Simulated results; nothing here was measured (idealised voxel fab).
The document below concerns the process module designated voxel capacitor over wiring.
Square cells of 5 nm make up the cross-section cut, whose width is 300 nm.
For the purposes of this document, a cross-section shall be understood as a grid of square cells, specified as bands listed in top-to-bottom order, each band consisting of one or more rows of cells.
Band: top height; bottom height; in nm. Then, left to right: material with width in nm, for each material. "edge to edge": a single material spanning edge to edge. "blank": empty space.
Below 0: as-received wafer, all one material; heights counted from there. Lowest band: no bottom, goes on down, written "from 0 down".
Graded width ("30 to 40"): value in top row of band = first number; value in bottom row = second number; row-to-row change constant.
Step marked "no change"? Then no cell in the cross-section changed in it.
Entry "Enclosed internal cavities". Content: empty spaces with no open connection to the top, size 8 cells or greater. Each: width x height at distance. Distance: from left edge. Unit: nm.
Post-settings text on a step line: simulator's own remark regarding the step.
When a step includes a mask, the "overlay nm" setting on its line states how far to the right of its planned place that mask lay, and negative values state how far to the left.

Process steps - plan:
step 1: RECEIVE [material Si]
step 2: CONFORMAL_DEP [material SiO2] [thk nm 15]
step 3: DIRECTIONAL_DEP [material TiN] [thk nm 5]
step 4: DIRECTIONAL_DEP [material W] [thk nm 20]
step 5: PATTERN [tone cover] [mask id METAL_1] [material resist] [width nm 25] [pitch nm 75] [thk nm 20] [overlay nm 0]
step 6: DIRECTIONAL_ETCH [etch materials W] [depth nm 20]
step 7: DIRECTIONAL_ETCH [etch materials TiN] [depth nm 5]
step 8: STRIP [etch materials resist]
step 9: CONFORMAL_DEP [material SiN] [thk nm 5]
step 10: FILL_DEP [material lowk] [thk nm 10]
step 11: CMP [height nm 40]
step 12: CONFORMAL_DEP [material SiCN] [thk nm 5]
step 13: DIRECTIONAL_DEP [material SiO2] [thk nm 20]
step 14: MASKED_ETCH [tone open] [mask id PLUG_1] [width nm 15] [etch materials SiO2] [depth nm 20] [overlay nm 0]
step 15: MASKED_ETCH [tone open] [mask id PLUG_1] [width nm 15] [etch materials SiCN] [depth nm 5] [overlay nm 0]
step 16: EPI [material Ru] [thk nm 10]
step 17: EPI [material Ru] [thk nm 10]
step 18: EPI [material Ru] [thk nm 5]
step 19: DIRECTIONAL_DEP [material TiN] [thk nm 10]
step 20: DIRECTIONAL_DEP [material HfO2] [thk nm 5]
step 21: DIRECTIONAL_DEP [material TiN] [thk nm 10]
step 22: MASKED_ETCH [tone cover] [mask id UPPER_PLATE] [width nm 55] [etch materials TiN] [depth nm 10] [overlay nm 0]
step 23: MASKED_ETCH [tone cover] [mask id UPPER_PLATE] [width nm 55] [etch materials HfO2] [depth nm 5] [overlay nm 0]
step 24: DIRECTIONAL_DEP [material aC] [thk nm 15]
step 25: PATTERN [tone cover] [mask id LOWER_PLATE] [material resist] [width nm 65] [thk nm 35] [overlay nm 0]
step 26: DIRECTIONAL_ETCH [etch materials aC] [depth nm 15]
step 27: STRIP [etch materials resist]
step 28: DIRECTIONAL_ETCH [etch materials TiN] [depth nm 10]
step 29: STRIP [etch materials aC]
step 30: FILL_DEP [material SiO2] [thk nm 20]
step 31: CMP [height nm 105]
step 32: DIRECTIONAL_DEP [material aC] [thk nm 10]
step 33: PATTERN [tone open] [mask id PLUG_2] [material resist] [width nm 15] [thk nm 25] [overlay nm 0]
step 34: DIRECTIONAL_ETCH [etch materials aC] [depth nm 10]
step 35: STRIP [etch materials resist]
step 36: DIRECTIONAL_ETCH [etch materials SiO2] [depth nm 15]
step 37: STRIP [etch materials aC]
step 38: CONFORMAL_DEP [material TiN] [thk nm 5]
step 39: FILL_DEP [material W] [thk nm 5]
step 40: CMP [height nm 105]
step 41: CONFORMAL_DEP [material SiCN] [thk nm 5]

So this is the incoming wafer in cross-section - it's already been through step 1:
> from 0 down: Si edge to edge
> Enclosed internal cavities: none

First of two wafers: cross-section at end of module, run per plan:
> from 110 to 105: SiCN edge to edge
> from 105 to 95: SiO2 120 nm; TiN 5 nm; W 5 nm; TiN 5 nm; SiO2 165 nm
> from 95 to 90: SiO2 120 nm; TiN 15 nm; SiO2 165 nm
> from 90 to 80: SiO2 110 nm; TiN 55 nm; SiO2 135 nm
> from 80 to 75: SiO2 110 nm; HfO2 55 nm; SiO2 135 nm
> from 75 to 65: SiO2 105 nm; TiN 65 nm; SiO2 130 nm
> from 65 to 45: SiO2 110 nm; Ru 15 nm; SiO2 175 nm
> from 45 to 40: SiCN 110 nm; Ru 15 nm; SiCN 175 nm
> from 40 to 20: lowk 95 nm; SiN 5 nm; W 25 nm; SiN 5 nm; lowk 40 nm; SiN 5 nm; W 25 nm; SiN 5 nm; lowk 95 nm
> from 20 to 15: SiN 100 nm; TiN 25 nm; SiN 50 nm; TiN 25 nm; SiN 100 nm
> from 15 to 0: SiO2 edge to edge
> from 0 down: Si edge to edge
> Enclosed internal cavities: none

This is the second of the two wafers, cross-sectioned at the end of the module; it started exactly like the first and was given the same plan, but it was run with one mistake:
> from 110 to 105: SiCN edge to edge
> from 105 to 95: SiO2 120 nm; TiN 5 nm; W 5 nm; TiN 5 nm; SiO2 165 nm
> from 95 to 90: SiO2 120 nm; TiN 15 nm; SiO2 165 nm
> from 90 to 85: SiO2 edge to edge
> from 85 to 75: SiO2 110 nm; TiN 55 nm; SiO2 135 nm
> from 75 to 65: SiO2 105 nm; TiN 65 nm; SiO2 130 nm
> from 65 to 45: SiO2 110 nm; Ru 15 nm; SiO2 175 nm
> from 45 to 40: SiCN 110 nm; Ru 15 nm; SiCN 175 nm
> from 40 to 20: lowk 95 nm; SiN 5 nm; W 25 nm; SiN 5 nm; lowk 40 nm; SiN 5 nm; W 25 nm; SiN 5 nm; lowk 95 nm
> from 20 to 15: SiN 100 nm; TiN 25 nm; SiN 50 nm; TiN 25 nm; SiN 100 nm
> from 15 to 0: SiO2 edge to edge
> from 0 down: Si edge to edge
> Enclosed internal cavities: none
Error vs. plan: the plan's step 20 was left out and never carried out
Counted in cells at the end, the second wafer holds more or fewer of these materials than the first: HfO2 -11 | SiO2 +11
